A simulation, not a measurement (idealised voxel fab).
This is a process module. Its name is voxel self aligned contacts.
Section shown: cut. Width: 270 nm. Cell size: 5 nm, square.
Cross-section, as written here: a square-cell grid given band by band from the top down, where a band holds one or more rows of cells. Each band's line starts with the height of the band's top and of its bottom, in nm. Then come its materials from left to right, each with its width in nm. One material with "throughout" fills the band from edge to edge. "empty" is empty space. Heights from 0 (as-received wafer is one material below). Bottom band endless downward, as "top 0, no bottom". It should be noted that a width expressed as "30->40" varies in equal increments from row to row of cells within the band, taking the value of the first number at the top row and that of the second number at the bottom row. Where the words "no modifications" appear for a step, the cross-section shows no cell changed by that step; every cell remained as before. Basically, "Fully closed voids" tells you about the enclosed voids: empty spaces with no open way to the top, 8 cells or bigger, each written width x height at distance, where distance is from the left edge, all in nm. The remark found on a step's line after its settings is issued by the simulator itself and pertains to that step. "overlay nm" denotes, for a step that has a mask, the displacement of the mask to the right of its planned place, with negative values corresponding to the left.
List of planned process steps:
| 1 | op RECEIVE | material Si |
| 2 | op CONFORMAL_DEP | material SiO2 | thk nm 5 |
| 3 | op DIRECTIONAL_DEP | material polySi | thk nm 25 |
| 4 | op DIRECTIONAL_DEP | material SiN | thk nm 20 |
| 5 | op MASKED_ETCH | tone cover | mask id GATE | width nm 25 | pitch nm 65 | etch materials SiN | depth nm 20 | overlay nm 0 |
| 6 | op MASKED_ETCH | tone cover | mask id GATE | width nm 25 | pitch nm 65 | etch materials polySi | depth nm 25 | overlay nm 0 |
| 7 | op CONFORMAL_DEP | material SiN | thk nm 10 |
| 8 | op DIRECTIONAL_ETCH | etch materials SiN | depth nm 10 |
| 9 | op FILL_DEP | material SiO2 | thk nm 15 |
| 10 | op CMP | height nm 55 |
| 11 | op PATTERN | tone open | mask id CONTACT | material resist | width nm 50 | pitch nm 65 | thk nm 15 | overlay nm 0 |
| 12 | op DIRECTIONAL_ETCH | etch materials SiO2 | depth nm 55 |
| 13 | op STRIP | etch materials resist |
| 14 | op CONFORMAL_DEP | material TiN | thk nm 5 |
| 15 | op FILL_DEP | material W | thk nm 5 |
| 16 | op CMP | height nm 55 |
| 17 | op CONFORMAL_DEP | material SiN | thk nm 5 |
as received, after step 1:
top 0, no bottom  Si throughout
Fully closed voids: none
What the wafer looks like in cross-section after this module, when it starts as shown above and follows the plan above but one mistake is made in running it:
top 60, bottom 55  SiN throughout
top 55, bottom 50  SiO2=75 / TiN=50 / SiO2=15 / TiN=50 / SiO2=80
top 50, bottom 30  SiN=65 / SiO2=5 / SiN=60 / SiO2=5 / SiN=60 / SiO2=5 / SiN=70
top 30, bottom 5  polySi throughout
top 5, bottom 0  SiO2 throughout
top 0, no bottom  Si throughout
Fully closed voids: none
The plan and the run diverged here: the process deviated at step 5: the operation and settings actually run there were op MASKED_ETCH | tone open | mask id GATE | width nm 25 | pitch nm 65 | etch materials SiN | depth nm 20 | overlay nm 0
